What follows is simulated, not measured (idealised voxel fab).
Process module name: voxel wiring stack
Square cell edge 5 nm, section width 200 nm, ID cut.
A cross-section is a grid of square cells, given in bands from the top down. A band is one or more rows of cells.
Quick guide to a band line: top height, bottom height (nm) up front; then every material left to right with its width in nm. Only one material and it's marked "everywhere"? Then it fills the band edge to edge. And "empty" just means empty space.
We count height from 0. Below that, the starting wafer is all one material. The lowest band never ends at the bottom but goes on down; see "z 0 and below" for how that is written.
Width "30->40": first value at the band's top row of cells, second value at its bottom row, equal change from row to row.
"identical to before" -> step changed no cross-section cell.
Listed in "Closed void entries": every empty space of 8 or more cells without an open way to the top. Form: width x height at distance, the distance being from the left edge, all in nm.
Step line, after settings: the simulator's comment on this step.
"overlay nm", when on a step's line for a step with a mask, measures how far to the right of its planned place the mask lay; a negative measure means to the left.
Every pair from here on: before one process step, after it. The after cross-section reaches only to the lowest band that changed. Below the pair: the step in between and its settings. Pairs can belong to different runs of this module on the same starting wafer; a pair carries on from the pair above only if the entry headed "Pre-processing view" says so.
PRE-PROCESSING VIEW
* z 0 and below: Si everywhere
* Closed void entries: none
STRUCTURE AFTER STEP
* z 15 to 0: SiO2 everywhere
* below 0: unchanged
* Closed void entries: none
Step between the cross-sections above: CONFORMAL_DEP with material SiO2, thk nm 15
Pre-processing view: It is represented by the cross-section appearing after the step of the pair directly above.
STRUCTURE AFTER STEP
* z 20 to 15: SiCN everywhere
* below 15: unchanged
* Closed void entries: none
Step between the cross-sections above: CONFORMAL_DEP with material SiCN, thk nm 5
Pre-processing view: It is represented by the cross-section appearing after the step of the pair directly above.
STRUCTURE AFTER STEP
* z 40 to 20: lowk everywhere
* below 20: unchanged
* Closed void entries: none
Step between the cross-sections above: DIRECTIONAL_DEP with material lowk, thk nm 20
Pre-processing view: It is represented by the cross-section appearing after the step of the pair directly above.
STRUCTURE AFTER STEP
* z 50 to 40: aC everywhere
* below 40: unchanged
* Closed void entries: none
Step between the cross-sections above: DIRECTIONAL_DEP with material aC, thk nm 10
Pre-processing view: It is represented by the cross-section appearing after the step of the pair directly above.
STRUCTURE AFTER STEP
* z 75 to 50: resist 25 nm; empty 25 nm; resist 15 nm; empty 25 nm; resist 15 nm; empty 25 nm; resist 15 nm; empty 25 nm; resist 30 nm
* below 50: unchanged
* Closed void entries: none
Step between the cross-sections above: PATTERN with tone open, mask id METAL_1, material resist, width nm 25, pitch nm 40, thk nm 25, overlay nm 0
Pre-processing view: It is represented by the cross-section appearing after the step of the pair directly above.
STRUCTURE AFTER STEP
* z 65 to 50: resist 25 nm; empty 25 nm; resist 15 nm; empty 25 nm; resist 15 nm; empty 25 nm; resist 15 nm; empty 25 nm; resist 30 nm
* z 50 to 40: aC 25 nm; empty 25 nm; aC 15 nm; empty 25 nm; aC 15 nm; empty 25 nm; aC 15 nm; empty 25 nm; aC 30 nm
* below 40: unchanged
* Closed void entries: none
Step between the cross-sections above: DIRECTIONAL_ETCH with etch materials aC, depth nm 10
Pre-processing view: It is represented by the cross-section appearing after the step of the pair directly above.
STRUCTURE AFTER STEP
* z 50 to 40: aC 25 nm; empty 25 nm; aC 15 nm; empty 25 nm; aC 15 nm; empty 25 nm; aC 15 nm; empty 25 nm; aC 30 nm
* below 40: unchanged
* Closed void entries: none
Step between the cross-sections above: STRIP with etch materials resist
Pre-processing view: It is represented by the cross-section appearing after the step of the pair directly above.
STRUCTURE AFTER STEP
* z 50 to 40: aC 25 nm; empty 25 nm; aC 15 nm; empty 25 nm; aC 15 nm; empty 25 nm; aC 15 nm; empty 25 nm; aC 30 nm
* z 40 to 20: lowk 25 nm; empty 25 nm; lowk 15 nm; empty 25 nm; lowk 15 nm; empty 25 nm; lowk 15 nm; empty 25 nm; lowk 30 nm
* below 20: unchanged
* Closed void entries: none
Step between the cross-sections above: DIRECTIONAL_ETCH with etch materials lowk, depth nm 20
Pre-processing view: It is represented by the cross-section appearing after the step of the pair directly above.
STRUCTURE AFTER STEP
* z 50 to 40: aC 25 nm; empty 25 nm; aC 15 nm; empty 25 nm; aC 15 nm; empty 25 nm; aC 15 nm; empty 25 nm; aC 30 nm
* z 40 to 20: lowk 25 nm; empty 25 nm; lowk 15 nm; empty 25 nm; lowk 15 nm; empty 25 nm; lowk 15 nm; empty 25 nm; lowk 30 nm
* z 20 to 15: SiCN 25 nm; empty 25 nm; SiCN 15 nm; empty 25 nm; SiCN 15 nm; empty 25 nm; SiCN 15 nm; empty 25 nm; SiCN 30 nm
* below 15: unchanged
* Closed void entries: none
Step between the cross-sections above: DIRECTIONAL_ETCH with etch materials SiCN, depth nm 5
Pre-processing view: It is represented by the cross-section appearing after the step of the pair directly above.
STRUCTURE AFTER STEP
* z 40 to 20: lowk 25 nm; empty 25 nm; lowk 15 nm; empty 25 nm; lowk 15 nm; empty 25 nm; lowk 15 nm; empty 25 nm; lowk 30 nm
* below 20: unchanged
* Closed void entries: none
Step between the cross-sections above: STRIP with etch materials aC
Pre-processing view: It is represented by the cross-section appearing after the step of the pair directly above.
STRUCTURE AFTER STEP
* z 45 to 40: TiN 30 nm; empty 15 nm; TiN 25 nm; empty 15 nm; TiN 25 nm; empty 15 nm; TiN 25 nm; empty 15 nm; TiN 35 nm
* z 40 to 20: lowk 25 nm; TiN 5 nm; empty 15 nm; TiN 5 nm; lowk 15 nm; TiN 5 nm; empty 15 nm; TiN 5 nm; lowk 15 nm; TiN 5 nm; empty 15 nm; TiN 5 nm; lowk 15 nm; TiN 5 nm; empty 15 nm; TiN 5 nm; lowk 30 nm
* z 20 to 15: SiCN 25 nm; TiN 25 nm; SiCN 15 nm; TiN 25 nm; SiCN 15 nm; TiN 25 nm; SiCN 15 nm; TiN 25 nm; SiCN 30 nm
* below 15: unchanged
* Closed void entries: none
Step between the cross-sections above: CONFORMAL_DEP with material TiN, thk nm 5
Pre-processing view: It is represented by the cross-section appearing after the step of the pair directly above.
STRUCTURE AFTER STEP
* z 55 to 45: Ru everywhere
* z 45 to 40: TiN 30 nm; Ru 15 nm; TiN 25 nm; Ru 15 nm; TiN 25 nm; Ru 15 nm; TiN 25 nm; Ru 15 nm; TiN 35 nm
* z 40 to 20: lowk 25 nm; TiN 5 nm; Ru 15 nm; TiN 5 nm; lowk 15 nm; TiN 5 nm; Ru 15 nm; TiN 5 nm; lowk 15 nm; TiN 5 nm; Ru 15 nm; TiN 5 nm; lowk 15 nm; TiN 5 nm; Ru 15 nm; TiN 5 nm; lowk 30 nm
* below 20: unchanged
* Closed void entries: none
Step between the cross-sections above: FILL_DEP with material Ru, thk nm 10
Pre-processing view: It is represented by the cross-section appearing after the step of the pair directly above.
STRUCTURE AFTER STEP
* z 40 to 20: lowk 25 nm; TiN 5 nm; Ru 15 nm; TiN 5 nm; lowk 15 nm; TiN 5 nm; Ru 15 nm; TiN 5 nm; lowk 15 nm; TiN 5 nm; Ru 15 nm; TiN 5 nm; lowk 15 nm; TiN 5 nm; Ru 15 nm; TiN 5 nm; lowk 30 nm
* below 20: unchanged
* Closed void entries: none
Step between the cross-sections above: CMP with height nm 40
Pre-processing view: It is represented by the cross-section appearing after the step of the pair directly above.
STRUCTURE AFTER STEP
* z 45 to 40: SiCN everywhere
* below 40: unchanged
* Closed void entries: none
Step between the cross-sections above: CONFORMAL_DEP with material SiCN, thk nm 5
Pre-processing view: It is represented by the cross-section appearing after the step of the pair directly above.
STRUCTURE AFTER STEP
* z 80 to 45: lowk everywhere
* below 45: unchanged
* Closed void entries: none
Step between the cross-sections above: DIRECTIONAL_DEP with material lowk, thk nm 35
Pre-processing view: It is represented by the cross-section appearing after the step of the pair directly above.
STRUCTURE AFTER STEP
* z 95 to 80: aC everywhere
* below 80: unchanged
* Closed void entries: none
Step between the cross-sections above: DIRECTIONAL_DEP with material aC, thk nm 15
Pre-processing view: It is represented by the cross-section appearing after the step of the pair directly above.
STRUCTURE AFTER STEP
* z 125 to 95: resist 25 nm; empty 15 nm; resist 25 nm; empty 15 nm; resist 25 nm; empty 15 nm; resist 25 nm; empty 15 nm; resist 40 nm
* below 95: unchanged
* Closed void entries: none
Step between the cross-sections above: PATTERN with tone open, mask id METAL_2_HOLES, material resist, width nm 15, pitch nm 40, thk nm 30, overlay nm 0
Pre-processing view: It is represented by the cross-section appearing after the step of the pair directly above.
STRUCTURE AFTER STEP
* z 110 to 95: resist 25 nm; empty 15 nm; resist 25 nm; empty 15 nm; resist 25 nm; empty 15 nm; resist 25 nm; empty 15 nm; resist 40 nm
* z 95 to 80: aC 25 nm; empty 15 nm; aC 25 nm; empty 15 nm; aC 25 nm; empty 15 nm; aC 25 nm; empty 15 nm; aC 40 nm
* below 80: unchanged
* Closed void entries: none
Step between the cross-sections above: DIRECTIONAL_ETCH with etch materials aC, depth nm 15
Pre-processing view: It is represented by the cross-section appearing after the step of the pair directly above.
STRUCTURE AFTER STEP
* z 95 to 80: aC 25 nm; empty 15 nm; aC 25 nm; empty 15 nm; aC 25 nm; empty 15 nm; aC 25 nm; empty 15 nm; aC 40 nm
* below 80: unchanged
* Closed void entries: none
Step between the cross-sections above: STRIP with etch materials resist
Pre-processing view: It is represented by the cross-section appearing after the step of the pair directly above.
STRUCTURE AFTER STEP
* z 95 to 80: aC 25 nm; empty 15 nm; aC 25 nm; empty 15 nm; aC 25 nm; empty 15 nm; aC 25 nm; empty 15 nm; aC 40 nm
* z 80 to 45: lowk 25 nm; empty 15 nm; lowk 25 nm; empty 15 nm; lowk 25 nm; empty 15 nm; lowk 25 nm; empty 15 nm; lowk 40 nm
* below 45: unchanged
* Closed void entries: none
Step between the cross-sections above: DIRECTIONAL_ETCH with etch materials lowk, depth nm 35
Pre-processing view: It is represented by the cross-section appearing after the step of the pair directly above.
STRUCTURE AFTER STEP
* z 80 to 45: lowk 25 nm; empty 15 nm; lowk 25 nm; empty 15 nm; lowk 25 nm; empty 15 nm; lowk 25 nm; empty 15 nm; lowk 40 nm
* below 45: unchanged
* Closed void entries: none
Step between the cross-sections above: STRIP with etch materials aC
Pre-processing view: It is represented by the cross-section appearing after the step of the pair directly above.
STRUCTURE AFTER STEP
* z 90 to 80: aC 25 nm; empty 15 nm; aC 25 nm; empty 15 nm; aC 25 nm; empty 15 nm; aC 25 nm; empty 15 nm; aC 40 nm
* z 80 to 55: lowk 25 nm; empty 15 nm; lowk 25 nm; empty 15 nm; lowk 25 nm; empty 15 nm; lowk 25 nm; empty 15 nm; lowk 40 nm
* z 55 to 45: lowk 25 nm; aC 15 nm; lowk 25 nm; aC 15 nm; lowk 25 nm; aC 15 nm; lowk 25 nm; aC 15 nm; lowk 40 nm
* below 45: unchanged
* Closed void entries: none
Step between the cross-sections above: DIRECTIONAL_DEP with material aC, thk nm 10
Pre-processing view: It is represented by the cross-section appearing after the step of the pair directly above.
STRUCTURE AFTER STEP
* z 115 to 90: resist 25 nm; empty 25 nm; resist 15 nm; empty 25 nm; resist 15 nm; empty 25 nm; resist 15 nm; empty 25 nm; resist 30 nm
* below 90: unchanged
* Closed void entries: none
Step between the cross-sections above: PATTERN with tone open, mask id METAL_2, material resist, width nm 25, pitch nm 40, thk nm 25, overlay nm 0
Pre-processing view: It is represented by the cross-section appearing after the step of the pair directly above.
STRUCTURE AFTER STEP
* z 105 to 90: resist 25 nm; empty 25 nm; resist 15 nm; empty 25 nm; resist 15 nm; empty 25 nm; resist 15 nm; empty 25 nm; resist 30 nm
* z 90 to 80: aC 25 nm; empty 25 nm; aC 15 nm; empty 25 nm; aC 15 nm; empty 25 nm; aC 15 nm; empty 25 nm; aC 30 nm
* z 80 to 45: lowk 25 nm; empty 15 nm; lowk 25 nm; empty 15 nm; lowk 25 nm; empty 15 nm; lowk 25 nm; empty 15 nm; lowk 40 nm
* below 45: unchanged
* Closed void entries: none
Step between the cross-sections above: DIRECTIONAL_ETCH with etch materials aC, depth nm 10
Pre-processing view: It is represented by the cross-section appearing after the step of the pair directly above.
STRUCTURE AFTER STEP
* z 90 to 80: aC 25 nm; empty 25 nm; aC 15 nm; empty 25 nm; aC 15 nm; empty 25 nm; aC 15 nm; empty 25 nm; aC 30 nm
* below 80: unchanged
* Closed void entries: none
Step between the cross-sections above: STRIP with etch materials resist
Pre-processing view: It is represented by the cross-section appearing after the step of the pair directly above.
STRUCTURE AFTER STEP
* z 90 to 80: aC 25 nm; empty 25 nm; aC 15 nm; empty 25 nm; aC 15 nm; empty 25 nm; aC 15 nm; empty 25 nm; aC 30 nm
* z 80 to 60: lowk 25 nm; empty 25 nm; lowk 15 nm; empty 25 nm; lowk 15 nm; empty 25 nm; lowk 15 nm; empty 25 nm; lowk 30 nm
* below 60: unchanged
* Closed void entries: none
Step between the cross-sections above: DIRECTIONAL_ETCH with etch materials lowk, depth nm 20
Pre-processing view: It is represented by the cross-section appearing after the step of the pair directly above.
STRUCTURE AFTER STEP
* z 90 to 80: aC 25 nm; empty 25 nm; aC 15 nm; empty 25 nm; aC 15 nm; empty 25 nm; aC 15 nm; empty 25 nm; aC 30 nm
* z 80 to 60: lowk 25 nm; empty 25 nm; lowk 15 nm; empty 25 nm; lowk 15 nm; empty 25 nm; lowk 15 nm; empty 25 nm; lowk 30 nm
* z 60 to 45: lowk 25 nm; empty 15 nm; lowk 25 nm; empty 15 nm; lowk 25 nm; empty 15 nm; lowk 25 nm; empty 15 nm; lowk 40 nm
* z 45 to 40: SiCN 25 nm; empty 15 nm; SiCN 25 nm; empty 15 nm; SiCN 25 nm; empty 15 nm; SiCN 25 nm; empty 15 nm; SiCN 40 nm
* below 40: unchanged
* Closed void entries: none
Step between the cross-sections above: DIRECTIONAL_ETCH with etch materials SiCN, depth nm 5
Pre-processing view: It is represented by the cross-section appearing after the step of the pair directly above.
STRUCTURE AFTER STEP
* z 80 to 60: lowk 25 nm; empty 25 nm; lowk 15 nm; empty 25 nm; lowk 15 nm; empty 25 nm; lowk 15 nm; empty 25 nm; lowk 30 nm
* below 60: unchanged
* Closed void entries: none
Step between the cross-sections above: STRIP with etch materials aC
Pre-processing view: It is represented by the cross-section appearing after the step of the pair directly above.
STRUCTURE AFTER STEP
* z 85 to 80: TiN 30 nm; empty 15 nm; TiN 25 nm; empty 15 nm; TiN 25 nm; empty 15 nm; TiN 25 nm; empty 15 nm; TiN 35 nm
* z 80 to 65: lowk 25 nm; TiN 5 nm; empty 15 nm; TiN 5 nm; lowk 15 nm; TiN 5 nm; empty 15 nm; TiN 5 nm; lowk 15 nm; TiN 5 nm; empty 15 nm; TiN 5 nm; lowk 15 nm; TiN 5 nm; empty 15 nm; TiN 5 nm; lowk 30 nm
* z 65 to 60: lowk 25 nm; TiN 5 nm; empty 5 nm; TiN 15 nm; lowk 15 nm; TiN 5 nm; empty 5 nm; TiN 15 nm; lowk 15 nm; TiN 5 nm; empty 5 nm; TiN 15 nm; lowk 15 nm; TiN 5 nm; empty 5 nm; TiN 15 nm; lowk 30 nm
* z 60 to 45: lowk 25 nm; TiN 5 nm; empty 5 nm; TiN 5 nm; lowk 25 nm; TiN 5 nm; empty 5 nm; TiN 5 nm; lowk 25 nm; TiN 5 nm; empty 5 nm; TiN 5 nm; lowk 25 nm; TiN 5 nm; empty 5 nm; TiN 5 nm; lowk 40 nm
* z 45 to 40: SiCN 25 nm; TiN 15 nm; SiCN 25 nm; TiN 15 nm; SiCN 25 nm; TiN 15 nm; SiCN 25 nm; TiN 15 nm; SiCN 40 nm
* below 40: unchanged
* Closed void entries: none
Step between the cross-sections above: CONFORMAL_DEP with material TiN, thk nm 5
Pre-processing view: It is represented by the cross-section appearing after the step of the pair directly above.
STRUCTURE AFTER STEP
* z 90 to 85: Cu everywhere
* z 85 to 80: TiN 30 nm; Cu 15 nm; TiN 25 nm; Cu 15 nm; TiN 25 nm; Cu 15 nm; TiN 25 nm; Cu 15 nm; TiN 35 nm
* z 80 to 65: lowk 25 nm; TiN 5 nm; Cu 15 nm; TiN 5 nm; lowk 15 nm; TiN 5 nm; Cu 15 nm; TiN 5 nm; lowk 15 nm; TiN 5 nm; Cu 15 nm; TiN 5 nm; lowk 15 nm; TiN 5 nm; Cu 15 nm; TiN 5 nm; lowk 30 nm
* z 65 to 60: lowk 25 nm; TiN 5 nm; Cu 5 nm; TiN 15 nm; lowk 15 nm; TiN 5 nm; Cu 5 nm; TiN 15 nm; lowk 15 nm; TiN 5 nm; Cu 5 nm; TiN 15 nm; lowk 15 nm; TiN 5 nm; Cu 5 nm; TiN 15 nm; lowk 30 nm
* z 60 to 45: lowk 25 nm; TiN 5 nm; Cu 5 nm; TiN 5 nm; lowk 25 nm; TiN 5 nm; Cu 5 nm; TiN 5 nm; lowk 25 nm; TiN 5 nm; Cu 5 nm; TiN 5 nm; lowk 25 nm; TiN 5 nm; Cu 5 nm; TiN 5 nm; lowk 40 nm
* below 45: unchanged
* Closed void entries: none
Step between the cross-sections above: FILL_DEP with material Cu, thk nm 5
Pre-processing view: It is represented by the cross-section appearing after the step of the pair directly above.
STRUCTURE AFTER STEP
* z 80 to 65: lowk 25 nm; TiN 5 nm; Cu 15 nm; TiN 5 nm; lowk 15 nm; TiN 5 nm; Cu 15 nm; TiN 5 nm; lowk 15 nm; TiN 5 nm; Cu 15 nm; TiN 5 nm; lowk 15 nm; TiN 5 nm; Cu 15 nm; TiN 5 nm; lowk 30 nm
* below 65: unchanged
* Closed void entries: none
Step between the cross-sections above: CMP with height nm 80
Pre-processing view: It is represented by the cross-section appearing after the step of the pair directly above.
STRUCTURE AFTER STEP
* z 85 to 80: SiCN everywhere
* below 80: unchanged
* Closed void entries: none
Step between the cross-sections above: CONFORMAL_DEP with material SiCN, thk nm 5
Pre-processing view: It is represented by the cross-section appearing after the step of the pair directly above.
STRUCTURE AFTER STEP
* z 95 to 85: lowk everywhere
* below 85: unchanged
* Closed void entries: none
Step between the cross-sections above: DIRECTIONAL_DEP with material lowk, thk nm 10
Pre-processing view: It is represented by the cross-section appearing after the step of the pair directly above.
STRUCTURE AFTER STEP
* z 95 to 85: lowk 25 nm; empty 15 nm; lowk 65 nm; empty 15 nm; lowk 80 nm
* below 85: unchanged
* Closed void entries: none
Step between the cross-sections above: MASKED_ETCH with tone open, mask id PLUG_2, width nm 15, pitch nm 80, etch materials lowk, depth nm 10, overlay nm 0
Pre-processing view: It is represented by the cross-section appearing after the step of the pair directly above.
STRUCTURE AFTER STEP
* z 95 to 85: lowk 25 nm; empty 15 nm; lowk 65 nm; empty 15 nm; lowk 80 nm
* z 85 to 80: SiCN 25 nm; empty 15 nm; SiCN 65 nm; empty 15 nm; SiCN 80 nm
* below 80: unchanged
* Closed void entries: none
Step between the cross-sections above: MASKED_ETCH with tone open, mask id PLUG_2, width nm 15, pitch nm 80, etch materials SiCN, depth nm 5, overlay nm 0
Pre-processing view: It is represented by the cross-section appearing after the step of the pair directly above.
STRUCTURE AFTER STEP
* z 100 to 95: TiN 30 nm; empty 5 nm; TiN 75 nm; empty 5 nm; TiN 85 nm
* z 95 to 85: lowk 25 nm; TiN 5 nm; empty 5 nm; TiN 5 nm; lowk 65 nm; TiN 5 nm; empty 5 nm; TiN 5 nm; lowk 80 nm
* z 85 to 80: SiCN 25 nm; TiN 15 nm; SiCN 65 nm; TiN 15 nm; SiCN 80 nm
* below 80: unchanged
* Closed void entries: none
Step between the cross-sections above: CONFORMAL_DEP with material TiN, thk nm 5
Pre-processing view: It is represented by the cross-section appearing after the step of the pair directly above.
STRUCTURE AFTER STEP
* z 110 to 100: W everywhere
* z 100 to 95: TiN 30 nm; W 5 nm; TiN 75 nm; W 5 nm; TiN 85 nm
* z 95 to 85: lowk 25 nm; TiN 5 nm; W 5 nm; TiN 5 nm; lowk 65 nm; TiN 5 nm; W 5 nm; TiN 5 nm; lowk 80 nm
* below 85: unchanged
* Closed void entries: none
Step between the cross-sections above: FILL_DEP with material W, thk nm 10
Pre-processing view: It is represented by the cross-section appearing after the step of the pair directly above.
STRUCTURE AFTER STEP
* z 95 to 85: lowk 25 nm; TiN 5 nm; W 5 nm; TiN 5 nm; lowk 65 nm; TiN 5 nm; W 5 nm; TiN 5 nm; lowk 80 nm
* below 85: unchanged
* Closed void entries: none
Step between the cross-sections above: CMP with height nm 95
Pre-processing view: It is represented by the cross-section appearing after the step of the pair directly above.
STRUCTURE AFTER STEP
* z 100 to 95: TiN everywhere
* below 95: unchanged
* Closed void entries: none
Step between the cross-sections above: DIRECTIONAL_DEP with material TiN, thk nm 5
Pre-processing view: It is represented by the cross-section appearing after the step of the pair directly above.
STRUCTURE AFTER STEP
* z 125 to 100: Ru everywhere
* below 100: unchanged
* Closed void entries: none
Step between the cross-sections above: DIRECTIONAL_DEP with material Ru, thk nm 25
Pre-processing view: It is represented by the cross-section appearing after the step of the pair directly above.
STRUCTURE AFTER STEP
* z 145 to 125: empty 25 nm; resist 25 nm; empty 15 nm; resist 25 nm; empty 15 nm; resist 25 nm; empty 15 nm; resist 25 nm; empty 30 nm
* below 125: unchanged
* Closed void entries: none
Step between the cross-sections above: PATTERN with tone cover, mask id METAL_3, material resist, width nm 25, pitch nm 40, thk nm 20, overlay nm 0
Pre-processing view: It is represented by the cross-section appearing after the step of the pair directly above.
STRUCTURE AFTER STEP
* z 145 to 125: empty 25 nm; resist 25 nm; empty 15 nm; resist 25 nm; empty 15 nm; resist 25 nm; empty 15 nm; resist 25 nm; empty 30 nm
* z 125 to 100: empty 25 nm; Ru 25 nm; empty 15 nm; Ru 25 nm; empty 15 nm; Ru 25 nm; empty 15 nm; Ru 25 nm; empty 30 nm
* below 100: unchanged
* Closed void entries: none
Step between the cross-sections above: DIRECTIONAL_ETCH with etch materials Ru, depth nm 25
Pre-processing view: It is represented by the cross-section appearing after the step of the pair directly above.
STRUCTURE AFTER STEP
* z 145 to 125: empty 25 nm; resist 25 nm; empty 15 nm; resist 25 nm; empty 15 nm; resist 25 nm; empty 15 nm; resist 25 nm; empty 30 nm
* z 125 to 100: empty 25 nm; Ru 25 nm; empty 15 nm; Ru 25 nm; empty 15 nm; Ru 25 nm; empty 15 nm; Ru 25 nm; empty 30 nm
* z 100 to 95: empty 25 nm; TiN 25 nm; empty 15 nm; TiN 25 nm; empty 15 nm; TiN 25 nm; empty 15 nm; TiN 25 nm; empty 30 nm
* below 95: unchanged
* Closed void entries: none
Step between the cross-sections above: DIRECTIONAL_ETCH with etch materials TiN, depth nm 5
Pre-processing view: It is represented by the cross-section appearing after the step of the pair directly above.
STRUCTURE AFTER STEP
* z 125 to 100: empty 25 nm; Ru 25 nm; empty 15 nm; Ru 25 nm; empty 15 nm; Ru 25 nm; empty 15 nm; Ru 25 nm; empty 30 nm
* below 100: unchanged
* Closed void entries: none
Step between the cross-sections above: STRIP with etch materials resist
Pre-processing view: It is represented by the cross-section appearing after the step of the pair directly above.
STRUCTURE AFTER STEP
* z 135 to 125: lowk everywhere
* z 125 to 100: lowk 25 nm; Ru 25 nm; lowk 15 nm; Ru 25 nm; lowk 15 nm; Ru 25 nm; lowk 15 nm; Ru 25 nm; lowk 30 nm
* z 100 to 95: lowk 25 nm; TiN 25 nm; lowk 15 nm; TiN 25 nm; lowk 15 nm; TiN 25 nm; lowk 15 nm; TiN 25 nm; lowk 30 nm
* below 95: unchanged
* Closed void entries: none
Step between the cross-sections above: FILL_DEP with material lowk, thk nm 10
Pre-processing view: It is represented by the cross-section appearing after the step of the pair directly above.
STRUCTURE AFTER STEP
* z 125 to 100: lowk 25 nm; Ru 25 nm; lowk 15 nm; Ru 25 nm; lowk 15 nm; Ru 25 nm; lowk 15 nm; Ru 25 nm; lowk 30 nm
* below 100: unchanged
* Closed void entries: none
Step between the cross-sections above: CMP with height nm 125
Pre-processing view: It is represented by the cross-section appearing after the step of the pair directly above.
STRUCTURE AFTER STEP
* z 130 to 125: SiCN everywhere
* below 125: unchanged
* Closed void entries: none
Step between the cross-sections above: CONFORMAL_DEP with material SiCN, thk nm 5
PRE-PROCESSING VIEW
* z 55 to 45: Ru everywhere
* z 45 to 40: TiN 30 nm; Ru 15 nm; TiN 25 nm; Ru 15 nm; TiN 25 nm; Ru 15 nm; TiN 25 nm; Ru 15 nm; TiN 35 nm
* z 40 to 20: lowk 25 nm; TiN 5 nm; Ru 15 nm; TiN 5 nm; lowk 15 nm; TiN 5 nm; Ru 15 nm; TiN 5 nm; lowk 15 nm; TiN 5 nm; Ru 15 nm; TiN 5 nm; lowk 15 nm; TiN 5 nm; Ru 15 nm; TiN 5 nm; lowk 30 nm
* z 20 to 15: SiCN 25 nm; TiN 25 nm; SiCN 15 nm; TiN 25 nm; SiCN 15 nm; TiN 25 nm; SiCN 15 nm; TiN 25 nm; SiCN 30 nm
* z 15 to 0: SiO2 everywhere
* z 0 and below: Si everywhere
* Closed void entries: none
STRUCTURE AFTER STEP
* z 60 to 55: SiCN everywhere
* below 55: unchanged
* Closed void entries: none
Step between the cross-sections above: CONFORMAL_DEP with material SiCN, thk nm 5
Pre-processing view: It is represented by the cross-section appearing after the step of the pair directly above.
STRUCTURE AFTER STEP
* z 95 to 60: lowk everywhere
* below 60: unchanged
* Closed void entries: none
Step between the cross-sections above: DIRECTIONAL_DEP with material lowk, thk nm 35
Pre-processing view: It is represented by the cross-section appearing after the step of the pair directly above.
STRUCTURE AFTER STEP
* z 110 to 95: aC everywhere
* below 95: unchanged
* Closed void entries: none
Step between the cross-sections above: DIRECTIONAL_DEP with material aC, thk nm 15
Pre-processing view: It is represented by the cross-section appearing after the step of the pair directly above.
STRUCTURE AFTER STEP
* z 140 to 110: resist 25 nm; empty 15 nm; resist 25 nm; empty 15 nm; resist 25 nm; empty 15 nm; resist 25 nm; empty 15 nm; resist 40 nm
* below 110: unchanged
* Closed void entries: none
Step between the cross-sections above: PATTERN with tone open, mask id METAL_2_HOLES, material resist, width nm 15, pitch nm 40, thk nm 30, overlay nm 0
Pre-processing view: It is represented by the cross-section appearing after the step of the pair directly above.
STRUCTURE AFTER STEP
* z 125 to 110: resist 25 nm; empty 15 nm; resist 25 nm; empty 15 nm; resist 25 nm; empty 15 nm; resist 25 nm; empty 15 nm; resist 40 nm
* z 110 to 95: aC 25 nm; empty 15 nm; aC 25 nm; empty 15 nm; aC 25 nm; empty 15 nm; aC 25 nm; empty 15 nm; aC 40 nm
* below 95: unchanged
* Closed void entries: none
Step between the cross-sections above: DIRECTIONAL_ETCH with etch materials aC, depth nm 15
Pre-processing view: It is represented by the cross-section appearing after the step of the pair directly above.
STRUCTURE AFTER STEP
* z 110 to 95: aC 25 nm; empty 15 nm; aC 25 nm; empty 15 nm; aC 25 nm; empty 15 nm; aC 25 nm; empty 15 nm; aC 40 nm
* below 95: unchanged
* Closed void entries: none
Step between the cross-sections above: STRIP with etch materials resist
Pre-processing view: It is represented by the cross-section appearing after the step of the pair directly above.
STRUCTURE AFTER STEP
* z 110 to 95: aC 25 nm; empty 15 nm; aC 25 nm; empty 15 nm; aC 25 nm; empty 15 nm; aC 25 nm; empty 15 nm; aC 40 nm
* z 95 to 60: lowk 25 nm; empty 15 nm; lowk 25 nm; empty 15 nm; lowk 25 nm; empty 15 nm; lowk 25 nm; empty 15 nm; lowk 40 nm
* below 60: unchanged
* Closed void entries: none
Step between the cross-sections above: DIRECTIONAL_ETCH with etch materials lowk, depth nm 35
Pre-processing view: It is represented by the cross-section appearing after the step of the pair directly above.
STRUCTURE AFTER STEP
* z 95 to 60: lowk 25 nm; empty 15 nm; lowk 25 nm; empty 15 nm; lowk 25 nm; empty 15 nm; lowk 25 nm; empty 15 nm; lowk 40 nm
* below 60: unchanged
* Closed void entries: none
Step between the cross-sections above: STRIP with etch materials aC
Pre-processing view: It is represented by the cross-section appearing after the step of the pair directly above.
STRUCTURE AFTER STEP
* z 105 to 95: aC 25 nm; empty 15 nm; aC 25 nm; empty 15 nm; aC 25 nm; empty 15 nm; aC 25 nm; empty 15 nm; aC 40 nm
* z 95 to 70: lowk 25 nm; empty 15 nm; lowk 25 nm; empty 15 nm; lowk 25 nm; empty 15 nm; lowk 25 nm; empty 15 nm; lowk 40 nm
* z 70 to 60: lowk 25 nm; aC 15 nm; lowk 25 nm; aC 15 nm; lowk 25 nm; aC 15 nm; lowk 25 nm; aC 15 nm; lowk 40 nm
* below 60: unchanged
* Closed void entries: none
Step between the cross-sections above: DIRECTIONAL_DEP with material aC, thk nm 10
Pre-processing view: It is represented by the cross-section appearing after the step of the pair directly above.
STRUCTURE AFTER STEP
* z 130 to 105: resist 25 nm; empty 25 nm; resist 15 nm; empty 25 nm; resist 15 nm; empty 25 nm; resist 15 nm; empty 25 nm; resist 30 nm
* below 105: unchanged
* Closed void entries: none
Step between the cross-sections above: PATTERN with tone open, mask id METAL_2, material resist, width nm 25, pitch nm 40, thk nm 25, overlay nm 0
Pre-processing view: It is represented by the cross-section appearing after the step of the pair directly above.
STRUCTURE AFTER STEP
* z 120 to 105: resist 25 nm; empty 25 nm; resist 15 nm; empty 25 nm; resist 15 nm; empty 25 nm; resist 15 nm; empty 25 nm; resist 30 nm
* z 105 to 95: aC 25 nm; empty 25 nm; aC 15 nm; empty 25 nm; aC 15 nm; empty 25 nm; aC 15 nm; empty 25 nm; aC 30 nm
* z 95 to 60: lowk 25 nm; empty 15 nm; lowk 25 nm; empty 15 nm; lowk 25 nm; empty 15 nm; lowk 25 nm; empty 15 nm; lowk 40 nm
* below 60: unchanged
* Closed void entries: none
Step between the cross-sections above: DIRECTIONAL_ETCH with etch materials aC, depth nm 10
Pre-processing view: It is represented by the cross-section appearing after the step of the pair directly above.
STRUCTURE AFTER STEP
* z 105 to 95: aC 25 nm; empty 25 nm; aC 15 nm; empty 25 nm; aC 15 nm; empty 25 nm; aC 15 nm; empty 25 nm; aC 30 nm
* below 95: unchanged
* Closed void entries: none
Step between the cross-sections above: STRIP with etch materials resist
Pre-processing view: It is represented by the cross-section appearing after the step of the pair directly above.
STRUCTURE AFTER STEP
* z 105 to 95: aC 25 nm; empty 25 nm; aC 15 nm; empty 25 nm; aC 15 nm; empty 25 nm; aC 15 nm; empty 25 nm; aC 30 nm
* z 95 to 75: lowk 25 nm; empty 25 nm; lowk 15 nm; empty 25 nm; lowk 15 nm; empty 25 nm; lowk 15 nm; empty 25 nm; lowk 30 nm
* below 75: unchanged
* Closed void entries: none
Step between the cross-sections above: DIRECTIONAL_ETCH with etch materials lowk, depth nm 20
